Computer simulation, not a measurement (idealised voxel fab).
The document below concerns the process module designated voxel capacitor over wiring.
Each square cell in cross-section cut measures 5 nm, and the section as a whole is 265 nm wide.
Heads up, the way a cross-section reads in here is a grid of square cells, handed over as bands from the top down, with every band being one or more rows of cells.
Heights first: top, then bottom, in nm. Then materials, left to right, each with a width in nm. "edge to edge" on a single material: fills the band edge to edge. "air": empty space.
Measure heights from 0. That's the level where, below it, the as-received wafer is all one material. The lowest band is bottomless and extends downward; write it as in "from 0 down".
Quick explanation for "30..40": the width changes in equal steps down the rows of cells, from the first number in the band's top row to the second number in its bottom row.
The designation "nothing changed", where it is given for a processing step, indicates that no cell of the cross-section was altered in the course of that step.
Reported under the label "Enclosed cavity list" are the empty spaces having no open way to the top and comprising 8 cells or more; the notation for each is width x height at distance, in which the distance is measured from the left edge and all three values are in nm.
Where a step's line continues beyond its settings, the continuation is a remark by the simulator itself on that step.
overlay nm: where the mask lay relative to plan, measured to the right, on steps with a mask; negatives go left.
Structure of the following material. The material consists of pairs of cross-sections. Each pair comprises the cross-section before one process step and the cross-section after that step, the latter shown only down to the lowest band that changed. The step between the cross-sections is specified beneath each pair, including its settings. Pairs are not necessarily consecutive: they may derive from different runs of this module performed on the same starting wafer. Continuity with the pair above is to be assumed only where the entry headed "Ex-ante state" of the pair in question states it.

Ex-ante state
	from 60 to 55: Cu edge to edge
	from 55 to 50: TiN 90 nm; Cu 5 nm; TiN 170 nm
	from 50 to 40: lowk 85 nm; TiN 5 nm; Cu 5 nm; TiN 5 nm; lowk 165 nm
	from 40 to 35: SiCN 85 nm; TiN 15 nm; SiCN 165 nm
	from 35 to 30: SiN 75 nm; TiN 25 nm; SiN 65 nm; TiN 25 nm; SiN 75 nm
	from 30 to 0: SiO2 edge to edge
	from 0 down: Si edge to edge
	Enclosed cavity list: none

after
	from 50 to 40: lowk 85 nm; TiN 5 nm; Cu 5 nm; TiN 5 nm; lowk 165 nm
	Nothing below the height 40 has changed.
	Enclosed cavity list: none
Between the two cross-sections you see above, the step is CMP,height nm 50

Ex-ante state: check the pair just above; its after cross-section is our before state.

after
	from 60 to 50: TiN edge to edge
	Nothing below the height 50 has changed.
	Enclosed cavity list: none
Between the two cross-sections you see above, the step is DIRECTIONAL_DEP,material TiN,thk nm 10

Ex-ante state: check the pair just above; its after cross-section is our before state.

after
	from 65 to 60: SiN edge to edge
	Nothing below the height 60 has changed.
	Enclosed cavity list: none
Between the two cross-sections you see above, the step is DIRECTIONAL_DEP,material SiN,thk nm 5

Ex-ante state: check the pair just above; its after cross-section is our before state.

after
	from 75 to 65: TiN edge to edge
	Nothing below the height 65 has changed.
	Enclosed cavity list: none
Between the two cross-sections you see above, the step is DIRECTIONAL_DEP,material TiN,thk nm 10

Ex-ante state: check the pair just above; its after cross-section is our before state.

after
	from 75 to 65: air 85 nm; TiN 70 nm; air 110 nm
	Nothing below the height 65 has changed.
	Enclosed cavity list: none
Between the two cross-sections you see above, the step is MASKED_ETCH,tone cover,mask id UPPER_PLATE,width nm 70,etch materials TiN,depth nm 10,overlay nm 0

Ex-ante state: check the pair just above; its after cross-section is our before state.

after
	from 75 to 65: air 85 nm; TiN 70 nm; air 110 nm
	from 65 to 60: air 85 nm; SiN 70 nm; air 110 nm
	Nothing below the height 60 has changed.
	Enclosed cavity list: none
Between the two cross-sections you see above, the step is MASKED_ETCH,tone cover,mask id UPPER_PLATE,width nm 70,etch materials SiN,depth nm 5,overlay nm 0

Ex-ante state: check the pair just above; its after cross-section is our before state.

after
	from 85 to 75: air 85 nm; aC 70 nm; air 110 nm
	from 75 to 70: air 85 nm; TiN 70 nm; air 110 nm
	from 70 to 65: aC 85 nm; TiN 70 nm; aC 110 nm
	from 65 to 60: aC 85 nm; SiN 70 nm; aC 110 nm
	Nothing below the height 60 has changed.
	Enclosed cavity list: none
Between the two cross-sections you see above, the step is DIRECTIONAL_DEP,material aC,thk nm 10

Ex-ante state: check the pair just above; its after cross-section is our before state.

after
	from 115 to 85: air 80 nm; resist 80 nm; air 105 nm
	from 85 to 75: air 80 nm; resist 5 nm; aC 70 nm; resist 5 nm; air 105 nm
	from 75 to 70: air 80 nm; resist 5 nm; TiN 70 nm; resist 5 nm; air 105 nm
	Nothing below the height 70 has changed.
	Enclosed cavity list: none
Between the two cross-sections you see above, the step is PATTERN,tone cover,mask id LOWER_PLATE,material resist,width nm 80,thk nm 30,overlay nm 0

Ex-ante state: check the pair just above; its after cross-section is our before state.

after
	from 105 to 85: air 80 nm; resist 80 nm; air 105 nm
	from 85 to 75: air 80 nm; resist 5 nm; aC 70 nm; resist 5 nm; air 105 nm
	from 75 to 70: air 80 nm; resist 5 nm; TiN 70 nm; resist 5 nm; air 105 nm
	from 70 to 65: air 80 nm; aC 5 nm; TiN 70 nm; aC 5 nm; air 105 nm
	from 65 to 60: air 80 nm; aC 5 nm; SiN 70 nm; aC 5 nm; air 105 nm
	Nothing below the height 60 has changed.
	Enclosed cavity list: none
Between the two cross-sections you see above, the step is DIRECTIONAL_ETCH,etch materials aC,depth nm 10

Ex-ante state: check the pair just above; its after cross-section is our before state.

after
	from 85 to 75: air 85 nm; aC 70 nm; air 110 nm
	from 75 to 70: air 85 nm; TiN 70 nm; air 110 nm
	Nothing below the height 70 has changed.
	Enclosed cavity list: none
Between the two cross-sections you see above, the step is STRIP,etch materials resist

Ex-ante state: check the pair just above; its after cross-section is our before state.

after
	from 85 to 75: air 85 nm; aC 70 nm; air 110 nm
	from 75 to 70: air 85 nm; TiN 70 nm; air 110 nm
	from 70 to 65: air 80 nm; aC 5 nm; TiN 70 nm; aC 5 nm; air 105 nm
	from 65 to 60: air 80 nm; aC 5 nm; SiN 70 nm; aC 5 nm; air 105 nm
	from 60 to 50: air 80 nm; TiN 80 nm; air 105 nm
	Nothing below the height 50 has changed.
	Enclosed cavity list: none
Between the two cross-sections you see above, the step is DIRECTIONAL_ETCH,etch materials TiN,depth nm 10

Ex-ante state: check the pair just above; its after cross-section is our before state.

after
	from 75 to 65: air 85 nm; TiN 70 nm; air 110 nm
	from 65 to 60: air 85 nm; SiN 70 nm; air 110 nm
	Nothing below the height 60 has changed.
	Enclosed cavity list: none
Between the two cross-sections you see above, the step is STRIP,etch materials aC

Ex-ante state: check the pair just above; its after cross-section is our before state.

after
	from 90 to 75: SiO2 edge to edge
	from 75 to 65: SiO2 85 nm; TiN 70 nm; SiO2 110 nm
	from 65 to 60: SiO2 85 nm; SiN 70 nm; SiO2 110 nm
	from 60 to 50: SiO2 80 nm; TiN 80 nm; SiO2 105 nm
	Nothing below the height 50 has changed.
	Enclosed cavity list: none
Between the two cross-sections you see above, the step is FILL_DEP,material SiO2,thk nm 15

Ex-ante state: check the pair just above; its after cross-section is our before state.

after
	from 85 to 75: SiO2 edge to edge
	Nothing below the height 75 has changed.
	Enclosed cavity list: none
Between the two cross-sections you see above, the step is CMP,height nm 85

Ex-ante state: check the pair just above; its after cross-section is our before state.

after
	from 100 to 85: resist 95 nm; air 15 nm; resist 155 nm
	Nothing below the height 85 has changed.
	Enclosed cavity list: none
Between the two cross-sections you see above, the step is PATTERN,tone open,mask id PLUG_2,material resist,width nm 15,thk nm 15,overlay nm 0

Ex-ante state: check the pair just above; its after cross-section is our before state.

after
	from 100 to 85: resist 95 nm; air 15 nm; resist 155 nm
	from 85 to 75: SiO2 95 nm; air 15 nm; SiO2 155 nm
	Nothing below the height 75 has changed.
	Enclosed cavity list: none
Between the two cross-sections you see above, the step is DIRECTIONAL_ETCH,etch materials SiO2,depth nm 10

Ex-ante state: check the pair just above; its after cross-section is our before state.

after
	from 85 to 75: SiO2 95 nm; air 15 nm; SiO2 155 nm
	Nothing below the height 75 has changed.
	Enclosed cavity list: none
Between the two cross-sections you see above, the step is STRIP,etch materials resist

Ex-ante state: check the pair just above; its after cross-section is our before state.

after
	from 90 to 85: TiN 100 nm; air 5 nm; TiN 160 nm
	from 85 to 80: SiO2 95 nm; TiN 5 nm; air 5 nm; TiN 5 nm; SiO2 155 nm
	from 80 to 75: SiO2 95 nm; TiN 15 nm; SiO2 155 nm
	Nothing below the height 75 has changed.
	Enclosed cavity list: none
Between the two cross-sections you see above, the step is CONFORMAL_DEP,material TiN,thk nm 5

Ex-ante state: check the pair just above; its after cross-section is our before state.

after
	from 95 to 90: W edge to edge
	from 90 to 85: TiN 100 nm; W 5 nm; TiN 160 nm
	from 85 to 80: SiO2 95 nm; TiN 5 nm; W 5 nm; TiN 5 nm; SiO2 155 nm
	Nothing below the height 80 has changed.
	Enclosed cavity list: none
Between the two cross-sections you see above, the step is FILL_DEP,material W,thk nm 5

Ex-ante state: check the pair just above; its after cross-section is our before state.

after
	from 85 to 80: SiO2 95 nm; TiN 5 nm; W 5 nm; TiN 5 nm; SiO2 155 nm
	Nothing below the height 80 has changed.
	Enclosed cavity list: none
Between the two cross-sections you see above, the step is CMP,height nm 85

Ex-ante state: check the pair just above; its after cross-section is our before state.

after
	from 90 to 85: SiCN edge to edge
	Nothing below the height 85 has changed.
	Enclosed cavity list: none
Between the two cross-sections you see above, the step is CONFORMAL_DEP,material SiCN,thk nm 5

Ex-ante state
	from 60 to 50: TiN edge to edge
	from 50 to 40: lowk 85 nm; TiN 5 nm; Cu 5 nm; TiN 5 nm; lowk 165 nm
	from 40 to 35: SiCN 85 nm; TiN 15 nm; SiCN 165 nm
	from 35 to 20: SiO2 70 nm; SiN 5 nm; W 25 nm; SiN 5 nm; SiO2 55 nm; SiN 5 nm; W 25 nm; SiN 5 nm; SiO2 70 nm
	from 20 to 15: SiN 75 nm; TiN 25 nm; SiN 65 nm; TiN 25 nm; SiN 75 nm
	from 15 to 0: SiO2 edge to edge
	from 0 down: Si edge to edge
	Enclosed cavity list: none

after
	from 70 to 50: TiN edge to edge
	Nothing below the height 50 has changed.
	Enclosed cavity list: none
Between the two cross-sections you see above, the step is DIRECTIONAL_DEP,material TiN,thk nm 10

Ex-ante state: check the pair just above; its after cross-section is our before state.

after
	from 75 to 70: SiN edge to edge
	Nothing below the height 70 has changed.
	Enclosed cavity list: none
Between the two cross-sections you see above, the step is DIRECTIONAL_DEP,material SiN,thk nm 5

Ex-ante state: check the pair just above; its after cross-section is our before state.

after
	from 75 to 70: air 85 nm; SiN 70 nm; air 110 nm
	Nothing below the height 70 has changed.
	Enclosed cavity list: none
Between the two cross-sections you see above, the step is MASKED_ETCH,tone cover,mask id UPPER_PLATE,width nm 70,etch materials SiN,depth nm 5,overlay nm 0

Ex-ante state: check the pair just above; its after cross-section is our before state.

after
	from 85 to 80: air 85 nm; aC 70 nm; air 110 nm
	from 80 to 75: aC edge to edge
	from 75 to 70: aC 85 nm; SiN 70 nm; aC 110 nm
	Nothing below the height 70 has changed.
	Enclosed cavity list: none
Between the two cross-sections you see above, the step is DIRECTIONAL_DEP,material aC,thk nm 10

Ex-ante state: check the pair just above; its after cross-section is our before state.

after
	from 115 to 85: air 80 nm; resist 80 nm; air 105 nm
	from 85 to 80: air 80 nm; resist 5 nm; aC 70 nm; resist 5 nm; air 105 nm
	Nothing below the height 80 has changed.
	Enclosed cavity list: none
Between the two cross-sections you see above, the step is PATTERN,tone cover,mask id LOWER_PLATE,material resist,width nm 80,thk nm 30,overlay nm 0

Ex-ante state: check the pair just above; its after cross-section is our before state.

after
	from 105 to 85: air 80 nm; resist 80 nm; air 105 nm
	from 85 to 80: air 80 nm; resist 5 nm; aC 70 nm; resist 5 nm; air 105 nm
	from 80 to 75: air 80 nm; aC 80 nm; air 105 nm
	from 75 to 70: air 80 nm; aC 5 nm; SiN 70 nm; aC 5 nm; air 105 nm
	Nothing below the height 70 has changed.
	Enclosed cavity list: none
Between the two cross-sections you see above, the step is DIRECTIONAL_ETCH,etch materials aC,depth nm 10

Ex-ante state: check the pair just above; its after cross-section is our before state.

after
	from 85 to 75: air 85..80 nm; aC 70..80 nm; air 110..105 nm
	Nothing below the height 75 has changed.
	Enclosed cavity list: none
Between the two cross-sections you see above, the step is STRIP,etch materials resist

Ex-ante state: check the pair just above; its after cross-section is our before state.

after
	from 85 to 75: air 85..80 nm; aC 70..80 nm; air 110..105 nm
	from 75 to 70: air 80 nm; aC 5 nm; SiN 70 nm; aC 5 nm; air 105 nm
	from 70 to 60: air 80 nm; TiN 80 nm; air 105 nm
	Nothing below the height 60 has changed.
	Enclosed cavity list: none
Between the two cross-sections you see above, the step is DIRECTIONAL_ETCH,etch materials TiN,depth nm 10

Ex-ante state: check the pair just above; its after cross-section is our before state.

after
	from 75 to 70: air 85 nm; SiN 70 nm; air 110 nm
	Nothing below the height 70 has changed.
	Enclosed cavity list: none
Between the two cross-sections you see above, the step is STRIP,etch materials aC

Ex-ante state: check the pair just above; its after cross-section is our before state.

after
	from 90 to 75: SiO2 edge to edge
	from 75 to 70: SiO2 85 nm; SiN 70 nm; SiO2 110 nm
	from 70 to 60: SiO2 80 nm; TiN 80 nm; SiO2 105 nm
	Nothing below the height 60 has changed.
	Enclosed cavity list: none
Between the two cross-sections you see above, the step is FILL_DEP,material SiO2,thk nm 15

Ex-ante state: check the pair just above; its after cross-section is our before state.

after
	from 85 to 75: SiO2 edge to edge
	Nothing below the height 75 has changed.
	Enclosed cavity list: none
Between the two cross-sections you see above, the step is CMP,height nm 85

Ex-ante state: check the pair just above; its after cross-section is our before state.

after
	from 100 to 85: resist 95 nm; air 15 nm; resist 155 nm
	Nothing below the height 85 has changed.
	Enclosed cavity list: none
Between the two cross-sections you see above, the step is PATTERN,tone open,mask id PLUG_2,material resist,width nm 15,thk nm 15,overlay nm 0

Ex-ante state: check the pair just above; its after cross-section is our before state.

after
	from 100 to 85: resist 95 nm; air 15 nm; resist 155 nm
	from 85 to 75: SiO2 95 nm; air 15 nm; SiO2 155 nm
	Nothing below the height 75 has changed.
	Enclosed cavity list: none
Between the two cross-sections you see above, the step is DIRECTIONAL_ETCH,etch materials SiO2,depth nm 10

Ex-ante state: check the pair just above; its after cross-section is our before state.

after
	from 85 to 75: SiO2 95 nm; air 15 nm; SiO2 155 nm
	Nothing below the height 75 has changed.
	Enclosed cavity list: none
Between the two cross-sections you see above, the step is STRIP,etch materials resist

Ex-ante state: check the pair just above; its after cross-section is our before state.

after
	from 90 to 85: TiN 100 nm; air 5 nm; TiN 160 nm
	from 85 to 80: SiO2 95 nm; TiN 5 nm; air 5 nm; TiN 5 nm; SiO2 155 nm
	from 80 to 75: SiO2 95 nm; TiN 15 nm; SiO2 155 nm
	Nothing below the height 75 has changed.
	Enclosed cavity list: none
Between the two cross-sections you see above, the step is CONFORMAL_DEP,material TiN,thk nm 5

Ex-ante state: check the pair just above; its after cross-section is our before state.

after
	from 95 to 90: W edge to edge
	from 90 to 85: TiN 100 nm; W 5 nm; TiN 160 nm
	from 85 to 80: SiO2 95 nm; TiN 5 nm; W 5 nm; TiN 5 nm; SiO2 155 nm
	Nothing below the height 80 has changed.
	Enclosed cavity list: none
Between the two cross-sections you see above, the step is FILL_DEP,material W,thk nm 5

Ex-ante state: check the pair just above; its after cross-section is our before state.

after
	from 85 to 80: SiO2 95 nm; TiN 5 nm; W 5 nm; TiN 5 nm; SiO2 155 nm
	Nothing below the height 80 has changed.
	Enclosed cavity list: none
Between the two cross-sections you see above, the step is CMP,height nm 85

Ex-ante state: check the pair just above; its after cross-section is our before state.

after
	from 90 to 85: SiCN edge to edge
	Nothing below the height 85 has changed.
	Enclosed cavity list: none
Between the two cross-sections you see above, the step is CONFORMAL_DEP,material SiCN,thk nm 5

Ex-ante state
	from 45 to 40: SiO2 edge to edge
	from 40 to 35: SiO2 70 nm; SiN 35 nm; SiO2 55 nm; SiN 35 nm; SiO2 70 nm
	from 35 to 20: SiO2 70 nm; SiN 5 nm; W 25 nm; SiN 5 nm; SiO2 55 nm; SiN 5 nm; W 25 nm; SiN 5 nm; SiO2 70 nm
	from 20 to 15: SiN 75 nm; TiN 25 nm; SiN 65 nm; TiN 25 nm; SiN 75 nm
	from 15 to 0: SiO2 edge to edge
	from 0 down: Si edge to edge
	Enclosed cavity list: none

after
	from 40 to 35: SiO2 70 nm; SiN 35 nm; SiO2 55 nm; SiN 35 nm; SiO2 70 nm
	Nothing below the height 35 has changed.
	Enclosed cavity list: none
Between the two cross-sections you see above, the step is CMP,height nm 40

Ex-ante state: check the pair just above; its after cross-section is our before state.

after
	from 45 to 40: SiCN edge to edge
	Nothing below the height 40 has changed.
	Enclosed cavity list: none
Between the two cross-sections you see above, the step is CONFORMAL_DEP,material SiCN,thk nm 5

Ex-ante state: check the pair just above; its after cross-section is our before state.

after
	from 55 to 45: lowk edge to edge
	Nothing below the height 45 has changed.
	Enclosed cavity list: none
Between the two cross-sections you see above, the step is DIRECTIONAL_DEP,material lowk,thk nm 10

Ex-ante state: check the pair just above; its after cross-section is our before state.

after
	from 55 to 45: lowk 85 nm; air 15 nm; lowk 165 nm
	Nothing below the height 45 has changed.
	Enclosed cavity list: none
Between the two cross-sections you see above, the step is MASKED_ETCH,tone open,mask id PLUG_1,width nm 15,etch materials lowk,depth nm 10,overlay nm 0

Ex-ante state: check the pair just above; its after cross-section is our before state.

after
	from 55 to 45: lowk 85 nm; air 15 nm; lowk 165 nm
	from 45 to 40: SiCN 85 nm; air 15 nm; SiCN 165 nm
	Nothing below the height 40 has changed.
	Enclosed cavity list: none
Between the two cross-sections you see above, the step is MASKED_ETCH,tone open,mask id PLUG_1,width nm 15,etch materials SiCN,depth nm 5,overlay nm 0

Ex-ante state: check the pair just above; its after cross-section is our before state.

after
	from 60 to 55: TiN 90 nm; air 5 nm; TiN 170 nm
	from 55 to 45: lowk 85 nm; TiN 5 nm; air 5 nm; TiN 5 nm; lowk 165 nm
	from 45 to 40: SiCN 85 nm; TiN 15 nm; SiCN 165 nm
	Nothing below the height 40 has changed.
	Enclosed cavity list: none
Between the two cross-sections you see above, the step is CONFORMAL_DEP,material TiN,thk nm 5

Ex-ante state: check the pair just above; its after cross-section is our before state.

after
	from 65 to 60: Cu edge to edge
	from 60 to 55: TiN 90 nm; Cu 5 nm; TiN 170 nm
	from 55 to 45: lowk 85 nm; TiN 5 nm; Cu 5 nm; TiN 5 nm; lowk 165 nm
	Nothing below the height 45 has changed.
	Enclosed cavity list: none
Between the two cross-sections you see above, the step is FILL_DEP,material Cu,thk nm 5

Ex-ante state: check the pair just above; its after cross-section is our before state.

after
	from 50 to 45: lowk 85 nm; TiN 5 nm; Cu 5 nm; TiN 5 nm; lowk 165 nm
	Nothing below the height 45 has changed.
	Enclosed cavity list: none
Between the two cross-sections you see above, the step is CMP,height nm 50

Ex-ante state: check the pair just above; its after cross-section is our before state.

after
	from 60 to 50: TiN edge to edge
	Nothing below the height 50 has changed.
	Enclosed cavity list: none
Between the two cross-sections you see above, the step is DIRECTIONAL_DEP,material TiN,thk nm 10

Ex-ante state: check the pair just above; its after cross-section is our before state.

after
	from 65 to 60: SiN edge to edge
	Nothing below the height 60 has changed.
	Enclosed cavity list: none
Between the two cross-sections you see above, the step is DIRECTIONAL_DEP,material SiN,thk nm 5

Ex-ante state: check the pair just above; its after cross-section is our before state.

after
	from 75 to 65: TiN edge to edge
	Nothing below the height 65 has changed.
	Enclosed cavity list: none
Between the two cross-sections you see above, the step is DIRECTIONAL_DEP,material TiN,thk nm 10

Ex-ante state: check the pair just above; its after cross-section is our before state.

after
	from 75 to 65: air 85 nm; TiN 70 nm; air 110 nm
	Nothing below the height 65 has changed.
	Enclosed cavity list: none
Between the two cross-sections you see above, the step is MASKED_ETCH,tone cover,mask id UPPER_PLATE,width nm 70,etch materials TiN,depth nm 10,overlay nm 0

Ex-ante state: check the pair just above; its after cross-section is our before state.

after
	from 75 to 65: air 85 nm; TiN 70 nm; air 110 nm
	from 65 to 60: air 85 nm; SiN 70 nm; air 110 nm
	Nothing below the height 60 has changed.
	Enclosed cavity list: none
Between the two cross-sections you see above, the step is MASKED_ETCH,tone cover,mask id UPPER_PLATE,width nm 70,etch materials SiN,depth nm 5,overlay nm 0

Ex-ante state: check the pair just above; its after cross-section is our before state.

after
	from 85 to 75: air 85 nm; aC 70 nm; air 110 nm
	from 75 to 70: air 85 nm; TiN 70 nm; air 110 nm
	from 70 to 65: aC 85 nm; TiN 70 nm; aC 110 nm
	from 65 to 60: aC 85 nm; SiN 70 nm; aC 110 nm
	Nothing below the height 60 has changed.
	Enclosed cavity list: none
Between the two cross-sections you see above, the step is DIRECTIONAL_DEP,material aC,thk nm 10

Ex-ante state: check the pair just above; its after cross-section is our before state.

after
	from 115 to 85: air 80 nm; resist 80 nm; air 105 nm
	from 85 to 75: air 80 nm; resist 5 nm; aC 70 nm; resist 5 nm; air 105 nm
	from 75 to 70: air 80 nm; resist 5 nm; TiN 70 nm; resist 5 nm; air 105 nm
	Nothing below the height 70 has changed.
	Enclosed cavity list: none
Between the two cross-sections you see above, the step is PATTERN,tone cover,mask id LOWER_PLATE,material resist,width nm 80,thk nm 30,overlay nm 0

Ex-ante state: check the pair just above; its after cross-section is our before state.

after
	from 105 to 85: air 80 nm; resist 80 nm; air 105 nm
	from 85 to 75: air 80 nm; resist 5 nm; aC 70 nm; resist 5 nm; air 105 nm
	from 75 to 70: air 80 nm; resist 5 nm; TiN 70 nm; resist 5 nm; air 105 nm
	from 70 to 65: air 80 nm; aC 5 nm; TiN 70 nm; aC 5 nm; air 105 nm
	from 65 to 60: air 80 nm; aC 5 nm; SiN 70 nm; aC 5 nm; air 105 nm
	Nothing below the height 60 has changed.
	Enclosed cavity list: none
Between the two cross-sections you see above, the step is DIRECTIONAL_ETCH,etch materials aC,depth nm 10

Ex-ante state: check the pair just above; its after cross-section is our before state.

after
	from 85 to 75: air 85 nm; aC 70 nm; air 110 nm
	from 75 to 70: air 85 nm; TiN 70 nm; air 110 nm
	Nothing below the height 70 has changed.
	Enclosed cavity list: none
Between the two cross-sections you see above, the step is STRIP,etch materials resist

Ex-ante state: check the pair just above; its after cross-section is our before state.

after
	from 85 to 75: air 85 nm; aC 70 nm; air 110 nm
	from 75 to 70: air 85 nm; TiN 70 nm; air 110 nm
	from 70 to 65: air 80 nm; aC 5 nm; TiN 70 nm; aC 5 nm; air 105 nm
	from 65 to 60: air 80 nm; aC 5 nm; SiN 70 nm; aC 5 nm; air 105 nm
	from 60 to 50: air 80 nm; TiN 80 nm; air 105 nm
	Nothing below the height 50 has changed.
	Enclosed cavity list: none
Between the two cross-sections you see above, the step is DIRECTIONAL_ETCH,etch materials TiN,depth nm 10

Ex-ante state: check the pair just above; its after cross-section is our before state.

after
	from 75 to 65: air 85 nm; TiN 70 nm; air 110 nm
	from 65 to 60: air 85 nm; SiN 70 nm; air 110 nm
	Nothing below the height 60 has changed.
	Enclosed cavity list: none
Between the two cross-sections you see above, the step is STRIP,etch materials aC

Ex-ante state: check the pair just above; its after cross-section is our before state.

after
	from 90 to 75: SiO2 edge to edge
	from 75 to 65: SiO2 85 nm; TiN 70 nm; SiO2 110 nm
	from 65 to 60: SiO2 85 nm; SiN 70 nm; SiO2 110 nm
	from 60 to 50: SiO2 80 nm; TiN 80 nm; SiO2 105 nm
	Nothing below the height 50 has changed.
	Enclosed cavity list: none
Between the two cross-sections you see above, the step is FILL_DEP,material SiO2,thk nm 15

Ex-ante state: check the pair just above; its after cross-section is our before state.

after
	from 85 to 75: SiO2 edge to edge
	Nothing below the height 75 has changed.
	Enclosed cavity list: none
Between the two cross-sections you see above, the step is CMP,height nm 85

Ex-ante state: check the pair just above; its after cross-section is our before state.

after
	from 100 to 85: resist 95 nm; air 15 nm; resist 155 nm
	Nothing below the height 85 has changed.
	Enclosed cavity list: none
Between the two cross-sections you see above, the step is PATTERN,tone open,mask id PLUG_2,material resist,width nm 15,thk nm 15,overlay nm 0

Ex-ante state: check the pair just above; its after cross-section is our before state.

after
	from 100 to 85: resist 95 nm; air 15 nm; resist 155 nm
	from 85 to 75: SiO2 95 nm; air 15 nm; SiO2 155 nm
	Nothing below the height 75 has changed.
	Enclosed cavity list: none
Between the two cross-sections you see above, the step is DIRECTIONAL_ETCH,etch materials SiO2,depth nm 10

Ex-ante state: check the pair just above; its after cross-section is our before state.

after
	from 85 to 75: SiO2 95 nm; air 15 nm; SiO2 155 nm
	Nothing below the height 75 has changed.
	Enclosed cavity list: none
Between the two cross-sections you see above, the step is STRIP,etch materials resist

Ex-ante state: check the pair just above; its after cross-section is our before state.

after
	from 90 to 85: TiN 100 nm; air 5 nm; TiN 160 nm
	from 85 to 80: SiO2 95 nm; TiN 5 nm; air 5 nm; TiN 5 nm; SiO2 155 nm
	from 80 to 75: SiO2 95 nm; TiN 15 nm; SiO2 155 nm
	Nothing below the height 75 has changed.
	Enclosed cavity list: none
Between the two cross-sections you see above, the step is CONFORMAL_DEP,material TiN,thk nm 5

Ex-ante state: check the pair just above; its after cross-section is our before state.

after
	from 95 to 90: W edge to edge
	from 90 to 85: TiN 100 nm; W 5 nm; TiN 160 nm
	from 85 to 80: SiO2 95 nm; TiN 5 nm; W 5 nm; TiN 5 nm; SiO2 155 nm
	Nothing below the height 80 has changed.
	Enclosed cavity list: none
Between the two cross-sections you see above, the step is FILL_DEP,material W,thk nm 5

Ex-ante state: check the pair just above; its after cross-section is our before state.

after
	from 85 to 80: SiO2 95 nm; TiN 5 nm; W 5 nm; TiN 5 nm; SiO2 155 nm
	Nothing below the height 80 has changed.
	Enclosed cavity list: none
Between the two cross-sections you see above, the step is CMP,height nm 85

Ex-ante state: check the pair just above; its after cross-section is our before state.

after
	from 90 to 85: SiCN edge to edge
	Nothing below the height 85 has changed.
	Enclosed cavity list: none
Between the two cross-sections you see above, the step is CONFORMAL_DEP,material SiCN,thk nm 5

Ex-ante state
	from 85 to 75: air 85 nm; aC 70 nm; air 110 nm
	from 75 to 70: air 85 nm; TiN 70 nm; air 110 nm
	from 70 to 65: aC 85 nm; TiN 70 nm; aC 110 nm
	from 65 to 60: aC 85 nm; SiN 70 nm; aC 110 nm
	from 60 to 50: TiN edge to edge
	from 50 to 40: lowk 85 nm; TiN 5 nm; Cu 5 nm; TiN 5 nm; lowk 165 nm
	from 40 to 35: SiCN 85 nm; TiN 15 nm; SiCN 165 nm
	from 35 to 20: SiO2 70 nm; SiN 5 nm; W 25 nm; SiN 5 nm; SiO2 55 nm; SiN 5 nm; W 25 nm; SiN 5 nm; SiO2 70 nm
	from 20 to 15: SiN 75 nm; TiN 25 nm; SiN 65 nm; TiN 25 nm; SiN 75 nm
	from 15 to 0: SiO2 edge to edge
	from 0 down: Si edge to edge
	Enclosed cavity list: none

after
	from 115 to 85: air 75 nm; resist 90 nm; air 100 nm
	from 85 to 75: air 75 nm; resist 10 nm; aC 70 nm; resist 10 nm; air 100 nm
	from 75 to 70: air 75 nm; resist 10 nm; TiN 70 nm; resist 10 nm; air 100 nm
	Nothing below the height 70 has changed.
	Enclosed cavity list: none
Between the two cross-sections you see above, the step is PATTERN,tone cover,mask id LOWER_PLATE,material resist,width nm 90,thk nm 30,overlay nm 0

Ex-ante state: check the pair just above; its after cross-section is our before state.

after
	from 105 to 85: air 75 nm; resist 90 nm; air 100 nm
	from 85 to 75: air 75 nm; resist 10 nm; aC 70 nm; resist 10 nm; air 100 nm
	from 75 to 70: air 75 nm; resist 10 nm; TiN 70 nm; resist 10 nm; air 100 nm
	from 70 to 65: air 75 nm; aC 10 nm; TiN 70 nm; aC 10 nm; air 100 nm
	from 65 to 60: air 75 nm; aC 10 nm; SiN 70 nm; aC 10 nm; air 100 nm
	Nothing below the height 60 has changed.
	Enclosed cavity list: none
Between the two cross-sections you see above, the step is DIRECTIONAL_ETCH,etch materials aC,depth nm 10

Ex-ante state: check the pair just above; its after cross-section is our before state.

after
	from 85 to 75: air 85 nm; aC 70 nm; air 110 nm
	from 75 to 70: air 85 nm; TiN 70 nm; air 110 nm
	Nothing below the height 70 has changed.
	Enclosed cavity list: none
Between the two cross-sections you see above, the step is STRIP,etch materials resist

Ex-ante state: check the pair just above; its after cross-section is our before state.

after
	from 85 to 75: air 85 nm; aC 70 nm; air 110 nm
	from 75 to 70: air 85 nm; TiN 70 nm; air 110 nm
	from 70 to 65: air 75 nm; aC 10 nm; TiN 70 nm; aC 10 nm; air 100 nm
	from 65 to 60: air 75 nm; aC 10 nm; SiN 70 nm; aC 10 nm; air 100 nm
	from 60 to 50: air 75 nm; TiN 90 nm; air 100 nm
	Nothing below the height 50 has changed.
	Enclosed cavity list: none
Between the two cross-sections you see above, the step is DIRECTIONAL_ETCH,etch materials TiN,depth nm 10

Ex-ante state: check the pair just above; its after cross-section is our before state.

after
	from 75 to 65: air 85 nm; TiN 70 nm; air 110 nm
	from 65 to 60: air 85 nm; SiN 70 nm; air 110 nm
	Nothing below the height 60 has changed.
	Enclosed cavity list: none
Between the two cross-sections you see above, the step is STRIP,etch materials aC

Ex-ante state: check the pair just above; its after cross-section is our before state.

after
	from 90 to 75: SiO2 edge to edge
	from 75 to 65: SiO2 85 nm; TiN 70 nm; SiO2 110 nm
	from 65 to 60: SiO2 85 nm; SiN 70 nm; SiO2 110 nm
	from 60 to 50: SiO2 75 nm; TiN 90 nm; SiO2 100 nm
	Nothing below the height 50 has changed.
	Enclosed cavity list: none
Between the two cross-sections you see above, the step is FILL_DEP,material SiO2,thk nm 15

Ex-ante state: check the pair just above; its after cross-section is our before state.

after
	from 85 to 75: SiO2 edge to edge
	Nothing below the height 75 has changed.
	Enclosed cavity list: none
Between the two cross-sections you see above, the step is CMP,height nm 85

Ex-ante state: check the pair just above; its after cross-section is our before state.

after
	from 100 to 85: resist 95 nm; air 15 nm; resist 155 nm
	Nothing below the height 85 has changed.
	Enclosed cavity list: none
Between the two cross-sections you see above, the step is PATTERN,tone open,mask id PLUG_2,material resist,width nm 15,thk nm 15,overlay nm 0

Ex-ante state: check the pair just above; its after cross-section is our before state.

after
	from 100 to 85: resist 95 nm; air 15 nm; resist 155 nm
	from 85 to 75: SiO2 95 nm; air 15 nm; SiO2 155 nm
	Nothing below the height 75 has changed.
	Enclosed cavity list: none
Between the two cross-sections you see above, the step is DIRECTIONAL_ETCH,etch materials SiO2,depth nm 10
